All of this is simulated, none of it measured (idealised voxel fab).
This section sets out a process module, namely voxel capacitor over wiring.
It is cross-section cut that appears here, measuring 285 nm in width, its square cells being 5 nm in size.
Just so we're on the same page, the cross-sections are grids of square cells, and they're listed out in bands top to bottom, each band one or more rows deep. Top, bottom (nm), then materials left to right with widths (nm); lone material tagged "full width" fills the whole band edge to edge; "empty" = empty space. Below 0: as-received wafer, all one material; heights counted from there. Lowest band: no bottom, goes on down, written "z 0 and below". When a width is written as two numbers, as in "30 to 40", the first number is the width in the top row of cells of the band and the second is the width in its bottom row, and the width changes by the same amount from each row to the next. It should be understood that the words "identical to before", when stated for a given step, signify that the cross-section underwent no change in any of its cells during that step. Any empty space of 8 cells or more lacking an open way to the top shows up in "Sealed void listing" as width x height at distance, distance from the left edge, in nm. Anything after a step's settings on that line? It's the simulator's own note about the step. overlay nm: right-of-plan distance of the mask on a masked step; negative values mean left-of-plan.
Intended process steps:
| 1 | RECEIVE (material Si) |
| 2 | CONFORMAL_DEP (material SiO2; thk nm 15) |
| 3 | DIRECTIONAL_DEP (material TiN; thk nm 5) |
| 4 | DIRECTIONAL_DEP (material W; thk nm 25) |
| 5 | MASKED_ETCH (tone cover; mask id METAL_1; width nm 20; pitch nm 85; etch materials W; depth nm 25; overlay nm 0) |
| 6 | MASKED_ETCH (tone cover; mask id METAL_1; width nm 20; pitch nm 85; etch materials TiN; depth nm 5; overlay nm 0) |
| 7 | CONFORMAL_DEP (material SiCN; thk nm 5) |
| 8 | FILL_DEP (material SiO2; thk nm 5) |
| 9 | CMP (height nm 45) |
| 10 | CONFORMAL_DEP (material SiCN; thk nm 5) |
| 11 | DIRECTIONAL_DEP (material SiO2; thk nm 15) |
| 12 | PATTERN (tone open; mask id PLUG_1; material resist; width nm 15; thk nm 20; overlay nm 0) |
| 13 | DIRECTIONAL_ETCH (etch materials SiO2; depth nm 15) |
| 14 | DIRECTIONAL_ETCH (etch materials SiCN; depth nm 5) |
| 15 | STRIP (etch materials resist) |
| 16 | EPI (material Ru; thk nm 10) |
| 17 | EPI (material Ru; thk nm 10) |
| 18 | DIRECTIONAL_DEP (material TiN; thk nm 5) |
| 19 | DIRECTIONAL_DEP (material SiN; thk nm 5) |
| 20 | DIRECTIONAL_DEP (material TiN; thk nm 5) |
| 21 | MASKED_ETCH (tone cover; mask id UPPER_PLATE; width nm 70; etch materials TiN; depth nm 5; overlay nm 0) |
| 22 | MASKED_ETCH (tone cover; mask id UPPER_PLATE; width nm 70; etch materials SiN; depth nm 5; overlay nm 0) |
| 23 | MASKED_ETCH (tone cover; mask id LOWER_PLATE; width nm 80; etch materials TiN; depth nm 5; overlay nm 0) |
| 24 | FILL_DEP (material SiO2; thk nm 20) |
| 25 | CMP (height nm 95) |
| 26 | PATTERN (tone open; mask id PLUG_2; material resist; width nm 15; thk nm 15; overlay nm 0) |
| 27 | DIRECTIONAL_ETCH (etch materials SiO2; depth nm 15) |
| 28 | STRIP (etch materials resist) |
| 29 | CONFORMAL_DEP (material TiN; thk nm 5) |
| 30 | FILL_DEP (material Cu; thk nm 5) |
| 31 | CMP (height nm 95) |
| 32 | CONFORMAL_DEP (material SiN; thk nm 5) |
Cross-section of the wafer as it came to us, i.e., already through step 1:
> z 0 and below  Si full width
> Sealed void listing: none
Cross-section, first of two wafers, end of module, run as planned:
> z 100 to 95  SiN full width
> z 95 to 85  105 of SiO2  5 of TiN  5 of Cu  5 of TiN  165 of SiO2
> z 85 to 75  105 to 95 of SiO2  15 to 70 of TiN  165 to 120 of SiO2
> z 75 to 70  95 of SiO2  70 of SiN  120 of SiO2
> z 70 to 65  90 of SiO2  80 of TiN  115 of SiO2
> z 65 to 50  95 of SiO2  15 of Ru  175 of SiO2
> z 50 to 45  95 of SiCN  15 of Ru  175 of SiCN
> z 45 to 20  85 of SiO2  5 of SiCN  20 of W  5 of SiCN  55 of SiO2  5 of SiCN  20 of W  5 of SiCN  85 of SiO2
> z 20 to 15  90 of SiCN  20 of TiN  65 of SiCN  20 of TiN  90 of SiCN
> z 15 to 0  SiO2 full width
> z 0 and below  Si full width
> Sealed void listing: none
Presented here is a cross-section of the second of the two wafers as it stood at the end of the module. It was started in the same manner and assigned the same plan as the first wafer; however, one mistake was made in its execution:
> z 100 to 95  SiN full width
> z 95 to 85  105 of SiO2  5 of TiN  5 of Cu  5 of TiN  165 of SiO2
> z 85 to 75  105 to 95 of SiO2  15 to 70 of TiN  165 to 120 of SiO2
> z 75 to 70  95 of SiO2  70 of SiN  120 of SiO2
> z 70 to 65  90 of SiO2  80 of TiN  115 of SiO2
> z 65 to 50  95 of SiO2  15 of Ru  175 of SiO2
> z 50 to 45  95 of SiCN  15 of Ru  175 of SiCN
> z 45 to 25  85 of SiO2  5 of SiCN  20 of W  5 of SiCN  55 of SiO2  5 of SiCN  20 of W  5 of SiCN  85 of SiO2
> z 25 to 20  80 of SiO2  10 of SiCN  20 of W  10 of SiCN  45 of SiO2  10 of SiCN  20 of W  10 of SiCN  80 of SiO2
> z 20 to 15  85 of SiCN  30 of TiN  55 of SiCN  30 of TiN  85 of SiCN
> z 15 to 0  SiO2 full width
> z 0 and below  Si full width
> Sealed void listing: none
What was the processing mistake? not per plan at step 6, really ran MASKED_ETCH (tone cover; mask id METAL_1; width nm 30; pitch nm 85; etch materials TiN; depth nm 5; overlay nm 0)
Cell-count delta at end, second wafer over first, by material: SiO2: 4 fewer, TiN: 4 more
